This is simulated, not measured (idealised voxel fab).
Name of the process module below: voxel spacer lines
We display cut, a cross-section 260 nm in width whose square cells are each 5 nm.
Cross-section = grid of square cells, listed top down in bands; band = one or more rows. The band entry comprises the height of the band's top followed by the height of its bottom, expressed in nm, and subsequently the band's materials from left to right, each stated together with its width in nm. Where a single material is marked with the word "edge to edge", that material fills the band from edge to edge. The word "empty" represents empty space. Zero point of the height axis is 0; under it, received wafer = one material. Lowest band: continues down indefinitely, "0 and below". Note: "30->40" means the width goes from the first number (top row of the band) to the second number (bottom row) in equal steps per row of cells. No cell of the cross-section changed in a step that is given as "no modifications". Listed in "Fully closed voids": every empty space of 8 or more cells without an open way to the top. Form: width x height at distance, the distance being from the left edge, all in nm. Past the settings on a step's line: simulator remark, on that step. "overlay nm", when on a step's line for a step with a mask, measures how far to the right of its planned place the mask lay; a negative measure means to the left.

Steps planned for the process:
1: RECEIVE,material Si
2: CONFORMAL_DEP,material SiO2,thk nm 5
3: DIRECTIONAL_DEP,material W,thk nm 15
4: DIRECTIONAL_DEP,material polySi,thk nm 25
5: PATTERN,tone cover,mask id MANDREL,material resist,width nm 15,pitch nm 80,thk nm 30,overlay nm 0
6: DIRECTIONAL_ETCH,etch materials polySi,depth nm 25
7: STRIP,etch materials resist
8: CONFORMAL_DEP,material SiN,thk nm 15
9: DIRECTIONAL_ETCH,etch materials SiN,depth nm 15
10: STRIP,etch materials polySi
11: DIRECTIONAL_ETCH,etch materials W,depth nm 15
12: STRIP,etch materials SiN
13: FILL_DEP,material lowk,thk nm 5
14: CMP,height nm 20
Be aware that, although all wafers share a common starting state, the width nm at step 5 differs among them, and the plan displays the first wafer's value.

Cross-section of the first incoming wafer of several, state after step 1:
- 0 and below  Si edge to edge
- Fully closed voids: none

End of the module, past its last step, step 14: how the first of several wafers looks in cross-section:
- 20 down to 5  lowk: 65, W: 15, lowk: 15, W: 15, lowk: 35, W: 15, lowk: 15, W: 15, lowk: 70
- 5 down to 0  SiO2 edge to edge
- 0 and below  Si edge to edge
- Fully closed voids: none

Here's the last wafer cross-sectioned at the end of the module:
- 20 down to 5  lowk: 55, W: 15, lowk: 40, W: 15, lowk: 10, W: 15, lowk: 40, W: 15, lowk: 55
- 5 down to 0  SiO2 edge to edge
- 0 and below  Si edge to edge
- Fully closed voids: none

For your reference, the table is organized with a row per wafer; each row reflects the wafer at the end of the module, indicating for each material the cells gained (+) or lost (-) since receipt, and thereafter its closed voids:
width nm 15; +52 SiO2; +36 W; +120 lowk; Fully closed voids: none
width nm 20; +52 SiO2; +36 W; +120 lowk; Fully closed voids: none
width nm 25; +52 SiO2; +36 W; +120 lowk; Fully closed voids: none
width nm 30; +52 SiO2; +36 W; +120 lowk; Fully closed voids: none
width nm 35; +52 SiO2; +36 W; +120 lowk; Fully closed voids: none
width nm 40; +52 SiO2; +36 W; +120 lowk; Fully closed voids: none
